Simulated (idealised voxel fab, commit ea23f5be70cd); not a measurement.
process module | voxel wiring stack
cross-section cut | 160 nm wide | cells 5 nm
A cross-section is a grid of square cells, given in bands from the top down. A band is one or more rows of cells.
Each band's line starts with the height of the band's top and of its bottom, in nm. Then come its materials from left to right, each with its width in nm. One material with "throughout" fills the band from edge to edge. "air" is empty space.
Height 0 is the level under which the wafer as received is all one material. The lowest band goes on downwards, as in "0 down".
A width such as "30 to 40" changes by the same amount from each row of cells to the next, from the band's top row to its bottom row.
"no change" after a step means that no cell of the cross-section changed.
closed voids: empty space of 8 cells or more with no open way to the top, each as width x height at its distance from the left edge, in nm
after a step's settings: what the simulator itself notes on the step
overlay nm, on a step with a mask: how far to the right of its planned place the mask lay; to the left if negative
plan
1 op RECEIVE | material Si
2 op CONFORMAL_DEP | material SiO2 | thk nm 10
3 op DIRECTIONAL_DEP | material TiN | thk nm 5
4 op DIRECTIONAL_DEP | material W | thk nm 15
5 op PATTERN | tone cover | mask id METAL_1 | material resist | width nm 20 | pitch nm 35 | thk nm 15 | overlay nm 0
6 op DIRECTIONAL_ETCH | etch materials W | depth nm 15
7 op DIRECTIONAL_ETCH | etch materials TiN | depth nm 5
8 op STRIP | etch materials resist
9 op CONFORMAL_DEP | material SiCN | thk nm 5
10 op FILL_DEP | material lowk | thk nm 5
11 op CMP | height nm 30
12 op CONFORMAL_DEP | material SiCN | thk nm 5
13 op DIRECTIONAL_DEP | material lowk | thk nm 35
14 op DIRECTIONAL_DEP | material aC | thk nm 10
15 op PATTERN | tone open | mask id METAL_2 | material resist | width nm 20 | pitch nm 35 | thk nm 30 | overlay nm 0
16 op DIRECTIONAL_ETCH | etch materials aC | depth nm 10
17 op STRIP | etch materials resist
18 op DIRECTIONAL_ETCH | etch materials lowk | depth nm 20
19 op STRIP | etch materials aC
20 op DIRECTIONAL_DEP | material aC | thk nm 10
21 op PATTERN | tone open | mask id METAL_2_HOLES | material resist | width nm 15 | thk nm 30 | overlay nm 0
22 op DIRECTIONAL_ETCH | etch materials aC | depth nm 10
23 op STRIP | etch materials resist
24 op DIRECTIONAL_ETCH | etch materials lowk | depth nm 15
25 op DIRECTIONAL_ETCH | etch materials SiCN | depth nm 5
26 op STRIP | etch materials aC
27 op CONFORMAL_DEP | material TiN | thk nm 5
28 op FILL_DEP | material Cu | thk nm 10
29 op CMP | height nm 70
30 op CONFORMAL_DEP | material SiCN | thk nm 5
31 op DIRECTIONAL_DEP | material SiO2 | thk nm 25
32 op DIRECTIONAL_DEP | material aC | thk nm 10
33 op PATTERN | tone open | mask id METAL_3_HOLES | material resist | width nm 15 | pitch nm 35 | thk nm 30 | overlay nm 0
34 op DIRECTIONAL_ETCH | etch materials aC | depth nm 10
35 op STRIP | etch materials resist
36 op DIRECTIONAL_ETCH | etch materials SiO2 | depth nm 25
37 op STRIP | etch materials aC
38 op PATTERN | tone open | mask id METAL_3 | material resist | width nm 20 | pitch nm 35 | thk nm 15 | overlay nm 0
39 op DIRECTIONAL_ETCH | etch materials SiO2 | depth nm 15
40 op DIRECTIONAL_ETCH | etch materials SiCN | depth nm 5
41 op STRIP | etch materials resist
42 op CONFORMAL_DEP | material TiN | thk nm 5
43 op FILL_DEP | material Ru | thk nm 5
44 op CMP | height nm 100
45 op CONFORMAL_DEP | material SiCN | thk nm 5
first wafer, as planned
as received, after step 1
  0 down: Si throughout
  closed voids: none
after step 2
  10 to 0: SiO2 throughout
  below 0: unchanged
after step 3
  15 to 10: TiN throughout
  below 10: unchanged
after step 4
  30 to 15: W throughout
  below 15: unchanged
after step 5
  45 to 30: air 50 | resist 20 | air 15 | resist 20 | air 55
  below 30: unchanged
after step 6
  45 to 30: air 50 | resist 20 | air 15 | resist 20 | air 55
  30 to 15: air 50 | W 20 | air 15 | W 20 | air 55
  below 15: unchanged
after step 7
  45 to 30: air 50 | resist 20 | air 15 | resist 20 | air 55
  30 to 15: air 50 | W 20 | air 15 | W 20 | air 55
  15 to 10: air 50 | TiN 20 | air 15 | TiN 20 | air 55
  below 10: unchanged
after step 8
  30 to 15: air 50 | W 20 | air 15 | W 20 | air 55
  below 15: unchanged
after step 9
  35 to 30: air 45 | SiCN 30 | air 5 | SiCN 30 | air 50
  30 to 15: air 45 | SiCN 5 | W 20 | SiCN 5 | air 5 | SiCN 5 | W 20 | SiCN 5 | air 50
  15 to 10: SiCN 50 | TiN 20 | SiCN 15 | TiN 20 | SiCN 55
  below 10: unchanged
after step 10
  40 to 35: lowk throughout
  35 to 30: lowk 45 | SiCN 30 | lowk 5 | SiCN 30 | lowk 50
  30 to 15: lowk 45 | SiCN 5 | W 20 | SiCN 5 | lowk 5 | SiCN 5 | W 20 | SiCN 5 | lowk 50
  below 15: unchanged
after step 11
  30 to 15: lowk 45 | SiCN 5 | W 20 | SiCN 5 | lowk 5 | SiCN 5 | W 20 | SiCN 5 | lowk 50
  below 15: unchanged
after step 12
  35 to 30: SiCN throughout
  below 30: unchanged
after step 13
  70 to 35: lowk throughout
  below 35: unchanged
after step 14
  80 to 70: aC throughout
  below 70: unchanged
after step 15
  110 to 80: resist 50 | air 20 | resist 15 | air 20 | resist 55
  below 80: unchanged
after step 16
  100 to 80: resist 50 | air 20 | resist 15 | air 20 | resist 55
  80 to 70: aC 50 | air 20 | aC 15 | air 20 | aC 55
  below 70: unchanged
after step 17
  80 to 70: aC 50 | air 20 | aC 15 | air 20 | aC 55
  below 70: unchanged
after step 18
  80 to 70: aC 50 | air 20 | aC 15 | air 20 | aC 55
  70 to 50: lowk 50 | air 20 | lowk 15 | air 20 | lowk 55
  below 50: unchanged
after step 19
  70 to 50: lowk 50 | air 20 | lowk 15 | air 20 | lowk 55
  below 50: unchanged
after step 20
  80 to 70: aC 50 | air 20 | aC 15 | air 20 | aC 55
  70 to 60: lowk 50 | air 20 | lowk 15 | air 20 | lowk 55
  60 to 50: lowk 50 | aC 20 | lowk 15 | aC 20 | lowk 55
  below 50: unchanged
after step 21
  110 to 80: resist 50 | air 15 | resist 95
  80 to 70: aC 50 | air 15 | resist 5 | aC 15 | resist 20 | aC 55
  70 to 60: lowk 50 | air 15 | resist 5 | lowk 15 | resist 20 | lowk 55
  below 60: unchanged
after step 22
  100 to 80: resist 50 | air 15 | resist 95
  80 to 70: aC 50 | air 15 | resist 5 | aC 15 | resist 20 | aC 55
  70 to 60: lowk 50 | air 15 | resist 5 | lowk 15 | resist 20 | lowk 55
  60 to 50: lowk 50 | air 15 | aC 5 | lowk 15 | aC 20 | lowk 55
  below 50: unchanged
after step 23
  80 to 70: aC 50 | air 20 | aC 15 | air 20 | aC 55
  70 to 60: lowk 50 | air 20 | lowk 15 | air 20 | lowk 55
  below 60: unchanged
after step 24
  80 to 70: aC 50 | air 20 | aC 15 | air 20 | aC 55
  70 to 60: lowk 50 | air 20 | lowk 15 | air 20 | lowk 55
  60 to 50: lowk 50 | air 15 | aC 5 | lowk 15 | aC 20 | lowk 55
  50 to 35: lowk 50 | air 15 | lowk 95
  below 35: unchanged
after step 25
  80 to 70: aC 50 | air 20 | aC 15 | air 20 | aC 55
  70 to 60: lowk 50 | air 20 | lowk 15 | air 20 | lowk 55
  60 to 50: lowk 50 | air 15 | aC 5 | lowk 15 | aC 20 | lowk 55
  50 to 35: lowk 50 | air 15 | lowk 95
  35 to 30: SiCN 50 | air 15 | SiCN 95
  below 30: unchanged
after step 26
  70 to 50: lowk 50 | air 20 | lowk 15 | air 20 | lowk 55
  below 50: unchanged
after step 27
  75 to 70: TiN 55 | air 10 | TiN 25 | air 10 | TiN 60
  70 to 55: lowk 50 | TiN 5 | air 10 | TiN 5 | lowk 15 | TiN 5 | air 10 | TiN 5 | lowk 55
  55 to 50: lowk 50 | TiN 5 | air 5 | TiN 10 | lowk 15 | TiN 20 | lowk 55
  50 to 35: lowk 50 | TiN 5 | air 5 | TiN 5 | lowk 95
  35 to 30: SiCN 50 | TiN 15 | SiCN 95
  below 30: unchanged
after step 28
  85 to 75: Cu throughout
  75 to 70: TiN 55 | Cu 10 | TiN 25 | Cu 10 | TiN 60
  70 to 55: lowk 50 | TiN 5 | Cu 10 | TiN 5 | lowk 15 | TiN 5 | Cu 10 | TiN 5 | lowk 55
  55 to 50: lowk 50 | TiN 5 | Cu 5 | TiN 10 | lowk 15 | TiN 20 | lowk 55
  50 to 35: lowk 50 | TiN 5 | Cu 5 | TiN 5 | lowk 95
  below 35: unchanged
after step 29
  70 to 55: lowk 50 | TiN 5 | Cu 10 | TiN 5 | lowk 15 | TiN 5 | Cu 10 | TiN 5 | lowk 55
  below 55: unchanged
after step 30
  75 to 70: SiCN throughout
  below 70: unchanged
after step 31
  100 to 75: SiO2 throughout
  below 75: unchanged
after step 32
  110 to 100: aC throughout
  below 100: unchanged
after step 33
  140 to 110: resist 50 | air 15 | resist 20 | air 15 | resist 60
  below 110: unchanged
after step 34
  130 to 110: resist 50 | air 15 | resist 20 | air 15 | resist 60
  110 to 100: aC 50 | air 15 | aC 20 | air 15 | aC 60
  below 100: unchanged
after step 35
  110 to 100: aC 50 | air 15 | aC 20 | air 15 | aC 60
  below 100: unchanged
after step 36
  110 to 100: aC 50 | air 15 | aC 20 | air 15 | aC 60
  100 to 75: SiO2 50 | air 15 | SiO2 20 | air 15 | SiO2 60
  below 75: unchanged
after step 37
  100 to 75: SiO2 50 | air 15 | SiO2 20 | air 15 | SiO2 60
  below 75: unchanged
after step 38
  115 to 100: resist 50 | air 20 | resist 15 | air 20 | resist 55
  below 100: unchanged
after step 39
  115 to 100: resist 50 | air 20 | resist 15 | air 20 | resist 55
  100 to 85: SiO2 50 | air 20 | SiO2 15 | air 20 | SiO2 55
  below 85: unchanged
after step 40
  115 to 100: resist 50 | air 20 | resist 15 | air 20 | resist 55
  100 to 85: SiO2 50 | air 20 | SiO2 15 | air 20 | SiO2 55
  85 to 75: SiO2 50 | air 15 | SiO2 20 | air 15 | SiO2 60
  75 to 70: SiCN 50 | air 15 | SiCN 20 | air 15 | SiCN 60
  below 70: unchanged
after step 41
  100 to 85: SiO2 50 | air 20 | SiO2 15 | air 20 | SiO2 55
  below 85: unchanged
after step 42
  105 to 100: TiN 55 | air 10 | TiN 25 | air 10 | TiN 60
  100 to 90: SiO2 50 | TiN 5 | air 10 | TiN 5 | SiO2 15 | TiN 5 | air 10 | TiN 5 | SiO2 55
  90 to 85: SiO2 50 | TiN 5 | air 5 | TiN 10 | SiO2 15 | TiN 5 | air 5 | TiN 10 | SiO2 55
  85 to 75: SiO2 50 | TiN 5 | air 5 | TiN 5 | SiO2 20 | TiN 5 | air 5 | TiN 5 | SiO2 60
  75 to 70: SiCN 50 | TiN 15 | SiCN 20 | TiN 15 | SiCN 60
  below 70: unchanged
after step 43
  110 to 105: Ru throughout
  105 to 100: TiN 55 | Ru 10 | TiN 25 | Ru 10 | TiN 60
  100 to 90: SiO2 50 | TiN 5 | Ru 10 | TiN 5 | SiO2 15 | TiN 5 | Ru 10 | TiN 5 | SiO2 55
  90 to 85: SiO2 50 | TiN 5 | Ru 5 | TiN 10 | SiO2 15 | TiN 5 | Ru 5 | TiN 10 | SiO2 55
  85 to 75: SiO2 50 | TiN 5 | Ru 5 | TiN 5 | SiO2 20 | TiN 5 | Ru 5 | TiN 5 | SiO2 60
  below 75: unchanged
after step 44
  100 to 90: SiO2 50 | TiN 5 | Ru 10 | TiN 5 | SiO2 15 | TiN 5 | Ru 10 | TiN 5 | SiO2 55
  below 90: unchanged
after step 45
  105 to 100: SiCN throughout
  below 100: unchanged
second wafer: like start, like plan, one mistake. Through step 30 it matches the first wafer
when step 31 should have ended
  90 to 75: SiO2 throughout
  below 75: unchanged
when step 32 should have ended
  100 to 90: aC throughout
  below 90: unchanged
when step 33 should have ended
  130 to 100: resist 50 | air 15 | resist 20 | air 15 | resist 60
  below 100: unchanged
when step 34 should have ended
  120 to 100: resist 50 | air 15 | resist 20 | air 15 | resist 60
  100 to 90: aC 50 | air 15 | aC 20 | air 15 | aC 60
  below 90: unchanged
when step 35 should have ended
  100 to 90: aC 50 | air 15 | aC 20 | air 15 | aC 60
  below 90: unchanged
when step 36 should have ended
  100 to 90: aC 50 | air 15 | aC 20 | air 15 | aC 60
  90 to 75: SiO2 50 | air 15 | SiO2 20 | air 15 | SiO2 60
  below 75: unchanged
when step 37 should have ended
  90 to 75: SiO2 50 | air 15 | SiO2 20 | air 15 | SiO2 60
  below 75: unchanged
when step 38 should have ended
  105 to 90: resist 50 | air 20 | resist 15 | air 20 | resist 55
  below 90: unchanged
when step 39 should have ended
  105 to 90: resist 50 | air 20 | resist 15 | air 20 | resist 55
  90 to 75: SiO2 50 | air 20 | SiO2 15 | air 20 | SiO2 55
  below 75: unchanged
when step 40 should have ended
  105 to 90: resist 50 | air 20 | resist 15 | air 20 | resist 55
  90 to 75: SiO2 50 | air 20 | SiO2 15 | air 20 | SiO2 55
  75 to 70: SiCN 50 | air 20 | SiCN 15 | air 20 | SiCN 55
  below 70: unchanged
when step 41 should have ended
  90 to 75: SiO2 50 | air 20 | SiO2 15 | air 20 | SiO2 55
  below 75: unchanged
when step 42 should have ended
  95 to 90: TiN 55 | air 10 | TiN 25 | air 10 | TiN 60
  90 to 75: SiO2 50 | TiN 5 | air 10 | TiN 5 | SiO2 15 | TiN 5 | air 10 | TiN 5 | SiO2 55
  75 to 70: SiCN 50 | TiN 20 | SiCN 15 | TiN 20 | SiCN 55
  below 70: unchanged
when step 43 should have ended
  100 to 95: Ru throughout
  95 to 90: TiN 55 | Ru 10 | TiN 25 | Ru 10 | TiN 60
  90 to 75: SiO2 50 | TiN 5 | Ru 10 | TiN 5 | SiO2 15 | TiN 5 | Ru 10 | TiN 5 | SiO2 55
  below 75: unchanged
when step 44 should have ended: no change
when step 45 should have ended
  105 to 100: SiCN throughout
  below 100: unchanged
what went wrong: step 31 ran as: op DIRECTIONAL_DEP | material SiO2 | thk nm 15
at the end the second wafer has, in cells: 34 more of Ru | 2 fewer of SiCN | 52 fewer of SiO2 | 20 more of TiN
